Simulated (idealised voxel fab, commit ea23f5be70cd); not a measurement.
A process module follows: voxel capacitor over wiring.
Cross-section cut spans 155 nm and uses square cells 5 nm in size.
Format of a cross-section: grid, square cells. Given as bands. Order: top down. Band: one or more rows of cells.
Basically the band line says how high the top is and how high the bottom is, in nm, and then what's in it from left to right, every material with its width in nm. Empty space shows up as "blank", and if a single material carries "all across" it runs the full band edge to edge.
Height datum 0, below which the as-received substrate wafer is one material. Lowest band open at the bottom, running downward: "0 down".
Top row gets the first number, bottom row gets the second, and each row in between changes by the same step: that is how a band width like "30 to 40" works.
"nothing was modified" -> step changed no cross-section cell.
Voids not open to the top, 8 cells minimum: see "Closed void roster". Written width x height at distance; distance is from the left edge; nm.
Note: text after step settings on the step line = simulator remark on that step.
"overlay nm", when on a step's line for a step with a mask, measures how far to the right of its planned place the mask lay; a negative measure means to the left.

-- So here's the lineup of process steps we planned
1 RECEIVE [material Si]
2 CONFORMAL_DEP [material SiO2] [thk nm 15]
3 CONFORMAL_DEP [material SiCN] [thk nm 5]
4 DIRECTIONAL_DEP [material SiO2] [thk nm 25]
5 DIRECTIONAL_DEP [material aC] [thk nm 10]
6 PATTERN [tone open] [mask id METAL_1] [material resist] [width nm 30] [pitch nm 95] [thk nm 30] [overlay nm 0]
7 DIRECTIONAL_ETCH [etch materials aC] [depth nm 10]
8 STRIP [etch materials resist]
9 DIRECTIONAL_ETCH [etch materials SiO2] [depth nm 25]
10 DIRECTIONAL_ETCH [etch materials SiCN] [depth nm 5]
11 STRIP [etch materials aC]
12 CONFORMAL_DEP [material TiN] [thk nm 5]
13 FILL_DEP [material Cu] [thk nm 10]
14 CMP [height nm 45]
15 CONFORMAL_DEP [material SiCN] [thk nm 5]
16 DIRECTIONAL_DEP [material SiO2] [thk nm 10]
17 MASKED_ETCH [tone open] [mask id PLUG_1] [width nm 15] [etch materials SiO2] [depth nm 10] [overlay nm 0]
18 MASKED_ETCH [tone open] [mask id PLUG_1] [width nm 15] [etch materials SiCN] [depth nm 5] [overlay nm 0]
19 CONFORMAL_DEP [material TiN] [thk nm 5]
20 FILL_DEP [material W] [thk nm 10]
21 CMP [height nm 60]
22 DIRECTIONAL_DEP [material TiN] [thk nm 10]
23 DIRECTIONAL_DEP [material HfO2] [thk nm 5]
24 DIRECTIONAL_DEP [material TiN] [thk nm 10]
25 PATTERN [tone cover] [mask id UPPER_PLATE] [material resist] [width nm 70] [thk nm 15] [overlay nm 0]
26 DIRECTIONAL_ETCH [etch materials TiN] [depth nm 10]
27 DIRECTIONAL_ETCH [etch materials HfO2] [depth nm 5]
28 STRIP [etch materials resist]
29 DIRECTIONAL_DEP [material aC] [thk nm 10]
30 PATTERN [tone cover] [mask id LOWER_PLATE] [material resist] [width nm 80] [thk nm 25] [overlay nm 0]
31 DIRECTIONAL_ETCH [etch materials aC] [depth nm 10]
32 STRIP [etch materials resist]
33 DIRECTIONAL_ETCH [etch materials TiN] [depth nm 10]
34 STRIP [etch materials aC]
35 FILL_DEP [material SiO2] [thk nm 20]
36 CMP [height nm 100]
37 MASKED_ETCH [tone open] [mask id PLUG_2] [width nm 15] [etch materials SiO2] [depth nm 15] [overlay nm 0]
38 CONFORMAL_DEP [material TiN] [thk nm 5]
39 FILL_DEP [material Ru] [thk nm 10]
40 CMP [height nm 100]
41 CONFORMAL_DEP [material SiCN] [thk nm 5]

-- As received (post step 1): cross-section
0 down  Si all across
Closed void roster: none

-- first wafer at the end, as planned
105 to 100  SiCN all across
100 to 90  40 nm SiO2; 5 nm TiN; 5 nm Ru; 5 nm TiN; 100 nm SiO2
90 to 85  40 nm SiO2; 15 nm TiN; 100 nm SiO2
85 to 75  30 nm SiO2; 70 nm TiN; 55 nm SiO2
75 to 70  30 nm SiO2; 70 nm HfO2; 55 nm SiO2
70 to 60  25 nm SiO2; 80 nm TiN; 50 nm SiO2
60 to 50  30 nm SiO2; 5 nm TiN; 5 nm W; 5 nm TiN; 110 nm SiO2
50 to 45  30 nm SiCN; 15 nm TiN; 110 nm SiCN
45 to 20  15 nm SiO2; 5 nm TiN; 20 nm Cu; 5 nm TiN; 65 nm SiO2; 5 nm TiN; 20 nm Cu; 5 nm TiN; 15 nm SiO2
20 to 15  15 nm SiCN; 30 nm TiN; 65 nm SiCN; 30 nm TiN; 15 nm SiCN
15 to 0  SiO2 all across
0 down  Si all across
Closed void roster: none

-- Presented here is a cross-section of the second of the two wafers as it stood at the end of the module. It was started in the same manner and assigned the same plan as the first wafer; however, one mistake was made in its execution
105 to 100  SiCN all across
100 to 90  35 nm Ru; 5 nm TiN; 15 nm SiO2; 5 nm TiN; 95 nm Ru
90 to 85  40 nm TiN; 15 nm SiO2; 100 nm TiN
85 to 75  30 nm SiO2; 70 nm TiN; 55 nm SiO2
75 to 70  30 nm SiO2; 70 nm HfO2; 55 nm SiO2
70 to 60  25 nm SiO2; 80 nm TiN; 50 nm SiO2
60 to 50  30 nm SiO2; 5 nm TiN; 5 nm W; 5 nm TiN; 110 nm SiO2
50 to 45  30 nm SiCN; 15 nm TiN; 110 nm SiCN
45 to 20  15 nm SiO2; 5 nm TiN; 20 nm Cu; 5 nm TiN; 65 nm SiO2; 5 nm TiN; 20 nm Cu; 5 nm TiN; 15 nm SiO2
20 to 15  15 nm SiCN; 30 nm TiN; 65 nm SiCN; 30 nm TiN; 15 nm SiCN
15 to 0  SiO2 all across
0 down  Si all across
Closed void roster: none
What was the processing mistake? note that step 37 departed from the planned setting and was carried out as MASKED_ETCH [tone cover] [mask id PLUG_2] [width nm 15] [etch materials SiO2] [depth nm 15] [overlay nm 0]
Wrapping up, a cell-based count of both wafers puts the second over or under the first for these materials: Ru: 50 more, SiO2: 75 fewer, TiN: 25 more
